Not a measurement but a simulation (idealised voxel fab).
Proc. module: voxel transistor to metal
cross-section cut | 280 nm wide | cells 5 nm
How to read a cross-section here: the picture is a grid of square cells, written as bands going from the top down, and any band can span one or more rows of cells.
Top, bottom (nm), then materials left to right with widths (nm); lone material tagged "everywhere" fills the whole band edge to edge; "air" = empty space.
Ref level 0: as-received wafer is one material below here. Bottom band extends down with no lower bound ("0 and below").
A width such as "30 to 40" changes by the same amount from each row of cells to the next, from the band's top row to its bottom row.
The designation "nothing changed", where it is given for a processing step, indicates that no cell of the cross-section was altered in the course of that step.
If an empty space has no open way to the top and is at least 8 cells in size, "Sealed void listing" lists it, written width x height at distance, where distance is measured from the left edge and every value is in nm.
Whatever follows a step's settings on its line is a remark the simulator itself makes about that step.
Regarding "overlay nm": on a step with a mask, it is the distance the mask lay to the right of its planned place; a negative value places it to the left.

**Steps in the process plan**
| 1 | op RECEIVE | material Si |
| 2 | op OXIDIZE | depth nm 5 |
| 3 | op CONFORMAL_DEP | material SiN | thk nm 15 |
| 4 | op MASKED_ETCH | tone cover | mask id ACTIVE | width nm 105 | pitch nm 135 | etch materials SiN | depth nm 15 | overlay nm 0 |
| 5 | op MASKED_ETCH | tone cover | mask id ACTIVE | width nm 105 | pitch nm 135 | etch materials SiO2 | depth nm 5 | overlay nm 0 |
| 6 | op MASKED_ETCH | tone cover | mask id ACTIVE | width nm 105 | pitch nm 135 | etch materials Si | depth nm 20 | overlay nm 0 |
| 7 | op OXIDIZE | depth nm 5 |
| 8 | op FILL_DEP | material SiO2 | thk nm 15 |
| 9 | op CMP | height nm 15 |
| 10 | op SELECTIVE_ETCH | etch materials SiO2 | depth nm 15 |
| 11 | op STRIP | etch materials SiN |
| 12 | op SELECTIVE_ETCH | etch materials SiO2 | depth nm 5 |
| 13 | op OXIDIZE | depth nm 5 |
| 14 | op DIRECTIONAL_DEP | material polySi | thk nm 20 |
| 15 | op DIRECTIONAL_DEP | material SiCN | thk nm 15 |
| 16 | op PATTERN | tone cover | mask id GATE | material resist | width nm 25 | pitch nm 135 | thk nm 15 | overlay nm 0 |
| 17 | op DIRECTIONAL_ETCH | etch materials SiCN | depth nm 25 |
| 18 | op DIRECTIONAL_ETCH | etch materials polySi | depth nm 30 |
| 19 | op STRIP | etch materials resist |
| 20 | op CONFORMAL_DEP | material SiO2 | thk nm 5 |
| 21 | op DIRECTIONAL_ETCH | etch materials SiO2 | depth nm 5 |
| 22 | op CONFORMAL_DEP | material SiN | thk nm 5 |
| 23 | op DIRECTIONAL_ETCH | etch materials SiN | depth nm 5 |
| 24 | op DIRECTIONAL_ETCH | etch materials SiO2 | depth nm 5 |
| 25 | op DIRECTIONAL_ETCH | etch materials Si | depth nm 5 |
| 26 | op EPI | material nSi | thk nm 10 |
| 27 | op FILL_DEP | material SiO2 | thk nm 10 |
| 28 | op CMP | height nm 15 |
| 29 | op STRIP | etch materials polySi |
| 30 | op SELECTIVE_ETCH | etch materials SiO2 | depth nm 5 |
| 31 | op CONFORMAL_DEP | material HfO2 | thk nm 5 |
| 32 | op CONFORMAL_DEP | material TiN | thk nm 5 |
| 33 | op FILL_DEP | material W | thk nm 5 |
| 34 | op CMP | height nm 10 |
| 35 | op DIRECTIONAL_DEP | material SiO2 | thk nm 10 |
| 36 | op DIRECTIONAL_DEP | material aC | thk nm 10 |
| 37 | op PATTERN | tone open | mask id CONTACT | material resist | width nm 20 | thk nm 30 | overlay nm 0 |
| 38 | op DIRECTIONAL_ETCH | etch materials aC | depth nm 10 |
| 39 | op STRIP | etch materials resist |
| 40 | op DIRECTIONAL_ETCH | etch materials SiO2 | depth nm 25 |
| 41 | op STRIP | etch materials aC |
| 42 | op CONFORMAL_DEP | material TiN | thk nm 5 |
| 43 | op FILL_DEP | material W | thk nm 10 |
| 44 | op CMP | height nm 20 |
| 45 | op DIRECTIONAL_DEP | material TiN | thk nm 5 |
| 46 | op DIRECTIONAL_DEP | material Ru | thk nm 20 |
| 47 | op PATTERN | tone cover | mask id METAL_1 | material resist | width nm 20 | thk nm 20 | overlay nm 0 |
| 48 | op DIRECTIONAL_ETCH | etch materials Ru | depth nm 20 |
| 49 | op DIRECTIONAL_ETCH | etch materials TiN | depth nm 5 |
| 50 | op STRIP | etch materials resist |
| 51 | op CONFORMAL_DEP | material SiCN | thk nm 5 |
| 52 | op FILL_DEP | material lowk | thk nm 10 |
| 53 | op CMP | height nm 45 |
| 54 | op CONFORMAL_DEP | material SiCN | thk nm 5 |
| 55 | op DIRECTIONAL_DEP | material lowk | thk nm 30 |
| 56 | op PATTERN | tone open | mask id METAL_2 | material resist | width nm 20 | pitch nm 135 | thk nm 15 | overlay nm 0 |
| 57 | op DIRECTIONAL_ETCH | etch materials lowk | depth nm 20 |
| 58 | op STRIP | etch materials resist |
| 59 | op PATTERN | tone open | mask id METAL_2_HOLES | material resist | width nm 15 | pitch nm 135 | thk nm 15 | overlay nm 0 |
| 60 | op DIRECTIONAL_ETCH | etch materials lowk | depth nm 10 |
| 61 | op DIRECTIONAL_ETCH | etch materials SiCN | depth nm 5 |
| 62 | op STRIP | etch materials resist |
| 63 | op CONFORMAL_DEP | material TiN | thk nm 5 |
| 64 | op FILL_DEP | material Ru | thk nm 5 |
| 65 | op CMP | height nm 80 |
| 66 | op CONFORMAL_DEP | material SiN | thk nm 5 |

**as received, after step 1**
* 0 and below  Si everywhere
* Sealed void listing: none

**Cross-sectional result after module completion. Note: starting condition and plan are unchanged from above; one processing mistake was made**
* 85 down to 80  SiN everywhere
* 80 down to 65  lowk=25 / TiN=5 / Ru=10 / TiN=5 / lowk=115 / TiN=5 / Ru=10 / TiN=5 / lowk=100
* 65 down to 60  lowk=25 / TiN=5 / Ru=5 / TiN=10 / lowk=115 / TiN=5 / Ru=5 / TiN=10 / lowk=100
* 60 down to 50  lowk=25 / TiN=5 / Ru=5 / TiN=5 / lowk=120 / TiN=5 / Ru=5 / TiN=5 / lowk=105
* 50 down to 45  SiCN=25 / TiN=15 / SiCN=120 / TiN=15 / SiCN=105
* 45 down to 25  lowk=20 / SiCN=5 / Ru=20 / SiCN=5 / lowk=45 / SiCN=5 / Ru=20 / SiCN=5 / lowk=30 / SiCN=5 / Ru=20 / SiCN=5 / lowk=45 / SiCN=5 / Ru=20 / SiCN=5 / lowk=20
* 25 down to 20  SiCN=25 / TiN=20 / SiCN=55 / TiN=20 / SiCN=40 / TiN=20 / SiCN=55 / TiN=20 / SiCN=25
* 20 down to 10  SiO2=25 / TiN=5 / W=10 / TiN=5 / SiO2=55 / TiN=5 / W=10 / TiN=5 / SiO2=40 / TiN=5 / W=10 / TiN=5 / SiO2=55 / TiN=5 / W=10 / TiN=5 / SiO2=25
* 10 down to 0  SiO2=25 / TiN=5 / W=10 to 5 / TiN=5 to 10 / SiO2=5 / SiN=5 / SiO2=5 / SiCN=25 / SiO2=5 / SiN=5 / SiO2=5 / TiN=5 to 10 / W=10 to 5 / TiN=5 / SiO2=40 / TiN=5 / W=10 to 5 / TiN=5 to 10 / SiO2=5 / SiN=5 / SiO2=5 / SiCN=25 / SiO2=5 / SiN=5 / SiO2=5 / TiN=5 to 10 / W=10 to 5 / TiN=5 / SiO2=25
* 0 down to -5  SiO2=25 / TiN=15 / nSi=10 / SiN=5 / SiO2=5 / SiCN=25 / SiO2=5 / SiN=5 / nSi=10 / TiN=15 / SiO2=40 / TiN=15 / nSi=10 / SiN=5 / SiO2=5 / SiCN=25 / SiO2=5 / SiN=5 / nSi=10 / TiN=15 / SiO2=25
* -5 down to -10  SiO2=20 / nSi=30 / SiO2=45 / nSi=30 / SiO2=30 / nSi=30 / SiO2=45 / nSi=30 / SiO2=20
* -10 down to -15  SiO2=25 / nSi=25 / Si=45 / nSi=25 / SiO2=40 / nSi=25 / Si=45 / nSi=25 / SiO2=25
* -15 down to -30  SiO2=25 / Si=95 / SiO2=40 / Si=95 / SiO2=25
* -30 and below  Si everywhere
* Sealed void listing: none
Heads up, the wafer didn't run the way we planned it: step 14 of the plan: omitted, not performed
